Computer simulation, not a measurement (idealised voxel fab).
Herein follows the process module entitled voxel transistor to metal.
cross-section cut | 160 nm wide | cells 5 nm
Bands, listed from the top down, are how a cross-section gets written in this document; the cross-section itself is a grid of square cells, and a band is one or more rows of them.
The band entry comprises the height of the band's top followed by the height of its bottom, expressed in nm, and subsequently the band's materials from left to right, each stated together with its width in nm. Where a single material is marked with the word "all across", that material fills the band from edge to edge. The word "air" represents empty space.
Heights from 0 (as-received wafer is one material below). Bottom band endless downward, as "top 0, no bottom".
Top row gets the first number, bottom row gets the second, and each row in between changes by the same step: that is how a band width like "30->40" works.
"nothing was modified" means the step left every cell of the cross-section as it was.
The entry titled "Voids, fully enclosed" provides the empty spaces that have no open way to the top, restricted to those of 8 cells or more. Each is presented as width x height at distance, the distance being measured from the left edge, with all three in nm.
Formally, on a step line, whatever follows the settings is a remark that the simulator itself makes on the step.
The line of a step may include "overlay nm". On a step with a mask, this value is how far to the right of its planned place the mask lay. A negative value means the mask lay to the left.
Steps planned for the process:
1: RECEIVE (material Si)
2: OXIDIZE (depth nm 5)
3: CONFORMAL_DEP (material SiN; thk nm 15)
4: PATTERN (tone cover; mask id ACTIVE; material resist; width nm 120; thk nm 15; overlay nm 0)
5: DIRECTIONAL_ETCH (etch materials SiN; depth nm 15)
6: DIRECTIONAL_ETCH (etch materials SiO2; depth nm 5)
7: DIRECTIONAL_ETCH (etch materials Si; depth nm 35)
8: STRIP (etch materials resist)
9: OXIDIZE (depth nm 5)
10: FILL_DEP (material SiO2; thk nm 5)
11: CMP (height nm 15)
12: SELECTIVE_ETCH (etch materials SiO2; depth nm 5)
13: STRIP (etch materials SiN)
14: SELECTIVE_ETCH (etch materials SiO2; depth nm 5)
15: OXIDIZE (depth nm 5)
16: DIRECTIONAL_DEP (material polySi; thk nm 20)
17: DIRECTIONAL_DEP (material SiCN; thk nm 10)
18: MASKED_ETCH (tone cover; mask id GATE; width nm 30; etch materials SiCN; depth nm 20; overlay nm 0)
19: MASKED_ETCH (tone cover; mask id GATE; width nm 30; etch materials polySi; depth nm 30; overlay nm 0)
20: CONFORMAL_DEP (material SiO2; thk nm 5)
21: DIRECTIONAL_ETCH (etch materials SiO2; depth nm 5)
22: CONFORMAL_DEP (material SiN; thk nm 5)
23: DIRECTIONAL_ETCH (etch materials SiN; depth nm 5)
24: DIRECTIONAL_ETCH (etch materials SiO2; depth nm 5)
25: DIRECTIONAL_ETCH (etch materials Si; depth nm 15)
26: EPI (material SiGe; thk nm 20)
27: FILL_DEP (material SiO2; thk nm 10)
28: CMP (height nm 15)
29: STRIP (etch materials polySi)
30: SELECTIVE_ETCH (etch materials SiO2; depth nm 5)
31: CONFORMAL_DEP (material HfO2; thk nm 5)
32: CONFORMAL_DEP (material TiN; thk nm 5)
33: FILL_DEP (material W; thk nm 10)
34: CMP (height nm 10)
35: DIRECTIONAL_DEP (material SiO2; thk nm 10)
36: PATTERN (tone open; mask id CONTACT; material resist; width nm 15; pitch nm 90; thk nm 15; overlay nm 0)
37: DIRECTIONAL_ETCH (etch materials SiO2; depth nm 25)
38: STRIP (etch materials resist)
39: CONFORMAL_DEP (material TiN; thk nm 5)
40: FILL_DEP (material W; thk nm 5)
41: CMP (height nm 20)
42: DIRECTIONAL_DEP (material TiN; thk nm 5)
43: DIRECTIONAL_DEP (material W; thk nm 20)
44: PATTERN (tone cover; mask id METAL_1; material resist; width nm 20; pitch nm 90; thk nm 20; overlay nm 0)
45: DIRECTIONAL_ETCH (etch materials W; depth nm 20)
46: DIRECTIONAL_ETCH (etch materials TiN; depth nm 5)
47: STRIP (etch materials resist)
48: CONFORMAL_DEP (material SiN; thk nm 5)
49: FILL_DEP (material SiO2; thk nm 10)
50: CMP (height nm 45)
51: CONFORMAL_DEP (material SiCN; thk nm 5)
52: DIRECTIONAL_DEP (material SiO2; thk nm 35)
53: PATTERN (tone open; mask id METAL_2_HOLES; material resist; width nm 15; pitch nm 90; thk nm 20; overlay nm 0)
54: DIRECTIONAL_ETCH (etch materials SiO2; depth nm 35)
55: STRIP (etch materials resist)
56: PATTERN (tone open; mask id METAL_2; material resist; width nm 20; pitch nm 90; thk nm 15; overlay nm 0)
57: DIRECTIONAL_ETCH (etch materials SiO2; depth nm 20)
58: DIRECTIONAL_ETCH (etch materials SiCN; depth nm 5)
59: STRIP (etch materials resist)
60: CONFORMAL_DEP (material TiN; thk nm 5)
61: FILL_DEP (material Cu; thk nm 10)
62: CMP (height nm 85)
63: CONFORMAL_DEP (material SiCN; thk nm 5)
It is noted that the wafers described herein are identical at the outset and are distinguished by the width nm of step 36; the value stated in the plan corresponds to the first wafer.
First wafer of several, as received: cross-section after step 1:
top 0, no bottom = Si all across
Voids, fully enclosed: none
first wafer at the end, after step 63:
top 90, bottom 85 = SiCN all across
top 85, bottom 70 = SiO2=25 / TiN=5 / Cu=10 / TiN=5 / SiO2=70 / TiN=5 / Cu=10 / TiN=5 / SiO2=25
top 70, bottom 65 = SiO2=25 / TiN=5 / Cu=5 / TiN=10 / SiO2=70 / TiN=5 / Cu=5 / TiN=10 / SiO2=25
top 65, bottom 50 = SiO2=25 / TiN=5 / Cu=5 / TiN=5 / SiO2=75 / TiN=5 / Cu=5 / TiN=5 / SiO2=30
top 50, bottom 45 = SiCN=25 / TiN=15 / SiCN=75 / TiN=15 / SiCN=30
top 45, bottom 25 = SiO2=20 / SiN=5 / W=20 / SiN=5 / SiO2=60 / SiN=5 / W=20 / SiN=5 / SiO2=20
top 25, bottom 20 = SiN=25 / TiN=20 / SiN=70 / TiN=20 / SiN=25
top 20, bottom 15 = SiO2=30 / TiN=5 / W=5 / TiN=5 / SiO2=75 / TiN=5 / W=5 / TiN=5 / SiO2=25
top 15, bottom 10 = SiO2=30 / TiN=15 / SiO2=75 / TiN=15 / SiO2=25
top 10, bottom 5 = SiO2=30 / TiN=5 / SiGe=20 / SiN=5 / HfO2=5 / TiN=5 / W=20 / TiN=5 / HfO2=5 / SiN=5 / SiGe=20 / TiN=10 / SiO2=25
top 5, bottom 0 = SiO2=20 / SiN=5 / SiO2=5 / TiN=5 / SiGe=20 / SiN=5 / HfO2=5 / TiN=5 / W=20 / TiN=5 / HfO2=5 / SiN=5 / SiGe=20 / TiN=10 / SiN=5 / SiO2=20
top 0, bottom -5 = SiO2=20 / SiN=5 / SiO2=5 / TiN=5 / SiGe=20 / SiN=5 / HfO2=5 / TiN=30 / HfO2=5 / SiN=5 / SiGe=20 / TiN=10 / SiN=5 / SiO2=20
top -5, bottom -10 = SiO2=25 / SiGe=30 / SiO2=5 / HfO2=40 / SiO2=5 / SiGe=30 / SiO2=25
top -10, bottom -25 = SiO2=25 / SiGe=30 / Si=50 / SiGe=30 / SiO2=25
top -25, bottom -45 = SiO2=25 / Si=110 / SiO2=25
top -45, no bottom = Si all across
Voids, fully enclosed: none
Cross-section of the final wafer among several, taken at the end of the module:
top 90, bottom 85 = SiCN all across
top 85, bottom 70 = SiO2=25 / TiN=5 / Cu=10 / TiN=5 / SiO2=70 / TiN=5 / Cu=10 / TiN=5 / SiO2=25
top 70, bottom 65 = SiO2=25 / TiN=5 / Cu=5 / TiN=10 / SiO2=70 / TiN=5 / Cu=5 / TiN=10 / SiO2=25
top 65, bottom 50 = SiO2=25 / TiN=5 / Cu=5 / TiN=5 / SiO2=75 / TiN=5 / Cu=5 / TiN=5 / SiO2=30
top 50, bottom 45 = SiCN=25 / TiN=15 / SiCN=75 / TiN=15 / SiCN=30
top 45, bottom 25 = SiO2=20 / SiN=5 / W=20 / SiN=5 / SiO2=60 / SiN=5 / W=20 / SiN=5 / SiO2=20
top 25, bottom 20 = SiN=25 / TiN=20 / SiN=70 / TiN=20 / SiN=25
top 20, bottom 10 = SiO2=20 / TiN=5 / W=25->5 / TiN=5->25 / SiO2=55 / TiN=5->20 / W=25->10 / TiN=5 / SiO2=15
top 10, bottom 5 = SiO2=20 / TiN=15 / SiGe=20 / SiN=5 / HfO2=5 / TiN=5 / W=20 / TiN=5 / HfO2=5 / SiN=5 / SiGe=20 / TiN=20 / SiO2=15
top 5, bottom 0 = SiO2=20 / SiN=5 / TiN=10 / SiGe=20 / SiN=5 / HfO2=5 / TiN=5 / W=20 / TiN=5 / HfO2=5 / SiN=5 / SiGe=20 / TiN=10 / SiN=5 / TiN=5 / SiO2=15
top 0, bottom -5 = SiO2=20 / SiN=5 / TiN=10 / SiGe=20 / SiN=5 / HfO2=5 / TiN=30 / HfO2=5 / SiN=5 / SiGe=20 / TiN=10 / SiN=5 / TiN=5 / SiO2=15
top -5, bottom -10 = SiO2=25 / SiGe=30 / SiO2=5 / HfO2=40 / SiO2=5 / SiGe=30 / SiO2=25
top -10, bottom -25 = SiO2=25 / SiGe=30 / Si=50 / SiGe=30 / SiO2=25
top -25, bottom -45 = SiO2=25 / Si=110 / SiO2=25
top -45, no bottom = Si all across
Voids, fully enclosed: none
Per wafer (row), end of module: delta in cells per material since receipt, (+) for gained, (-) for lost; closed voids after that:
width nm 15, +20 Cu, +14 HfO2, -170 Si, +58 SiCN, +72 SiGe, +50 SiN, +417 SiO2, +73 TiN, +42 W, Voids, fully enclosed: none
width nm 20, +20 Cu, +14 HfO2, -170 Si, +58 SiCN, +72 SiGe, +50 SiN, +410 SiO2, +78 TiN, +44 W, Voids, fully enclosed: none
width nm 25, +20 Cu, +14 HfO2, -170 Si, +58 SiCN, +72 SiGe, +50 SiN, +405 SiO2, +80 TiN, +47 W, Voids, fully enclosed: none
width nm 30, +20 Cu, +14 HfO2, -170 Si, +58 SiCN, +72 SiGe, +50 SiN, +400 SiO2, +82 TiN, +50 W, Voids, fully enclosed: none
width nm 35, +20 Cu, +14 HfO2, -170 Si, +58 SiCN, +72 SiGe, +50 SiN, +393 SiO2, +86 TiN, +53 W, Voids, fully enclosed: none
